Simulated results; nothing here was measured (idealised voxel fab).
This section sets out a process module, namely voxel self aligned contacts.
Displayed cross-section: cut, width of 240 nm, square cells sized 5 nm.
A cross-section is a grid of square cells, given in bands from the top down. A band is one or more rows of cells.
Band: top and bottom heights (nm) first, top before bottom; then materials from left to right, widths in nm. "everywhere" marks a sole material filling the band edge to edge. "air" denotes empty space.
Height 0 is the level under which the wafer as received is all one material. The lowest band goes on downwards, as in "from 0 down".
The width entry "30 to 40" should be interpreted row by row: the top row of cells in the band takes the first number, the bottom row takes the second number, and the change between adjacent rows is uniform throughout.
Reading "everything unchanged" for a step: not a cell of the cross-section changed in it.
Listed in "Enclosed void inventory": every empty space of 8 or more cells without an open way to the top. Form: width x height at distance, the distance being from the left edge, all in nm.
Past the settings on a step's line: simulator remark, on that step.
When a step includes a mask, the "overlay nm" setting on its line states how far to the right of its planned place that mask lay, and negative values state how far to the left.
So here's the lineup of process steps we planned
1 RECEIVE,material Si
2 OXIDIZE,depth nm 5
3 DIRECTIONAL_DEP,material polySi,thk nm 20
4 DIRECTIONAL_DEP,material SiN,thk nm 15
5 PATTERN,tone cover,mask id GATE,material resist,width nm 30,pitch nm 60,thk nm 20,overlay nm 0
6 DIRECTIONAL_ETCH,etch materials SiN,depth nm 15
7 DIRECTIONAL_ETCH,etch materials polySi,depth nm 20
8 STRIP,etch materials resist
9 CONFORMAL_DEP,material SiN,thk nm 5
10 DIRECTIONAL_ETCH,etch materials SiN,depth nm 5
11 FILL_DEP,material SiO2,thk nm 15
12 CMP,height nm 40
13 PATTERN,tone open,mask id CONTACT,material resist,width nm 40,thk nm 15,overlay nm 0
14 DIRECTIONAL_ETCH,etch materials SiO2,depth nm 45
15 STRIP,etch materials resist
16 CONFORMAL_DEP,material TiN,thk nm 5
17 FILL_DEP,material Ru,thk nm 5
18 CMP,height nm 40
19 CONFORMAL_DEP,material SiCN,thk nm 5
Cross-section of the wafer at receipt, which is the condition after step 1
  from 0 down | Si everywhere
  Enclosed void inventory: none
Cross-sectional result after module completion. Note: starting condition and plan are unchanged from above; one processing mistake was made
  from 45 to 40 | SiCN everywhere
  from 40 to 35 | TiN=115  Ru=10  TiN=115
  from 35 to 20 | SiO2=70  SiN=40  TiN=5  Ru=10  TiN=5  SiN=40  SiO2=70
  from 20 to 0 | SiO2=70  SiN=5  polySi=30  SiN=5  TiN=5  Ru=10  TiN=5  SiN=5  polySi=30  SiN=5  SiO2=70
  from 0 to -5 | SiO2=110  TiN=20  SiO2=110
  from -5 down | Si everywhere
  Enclosed void inventory: none
What was done differently from what was planned? step 12: run off-plan, actual operation and settings CMP,height nm 35
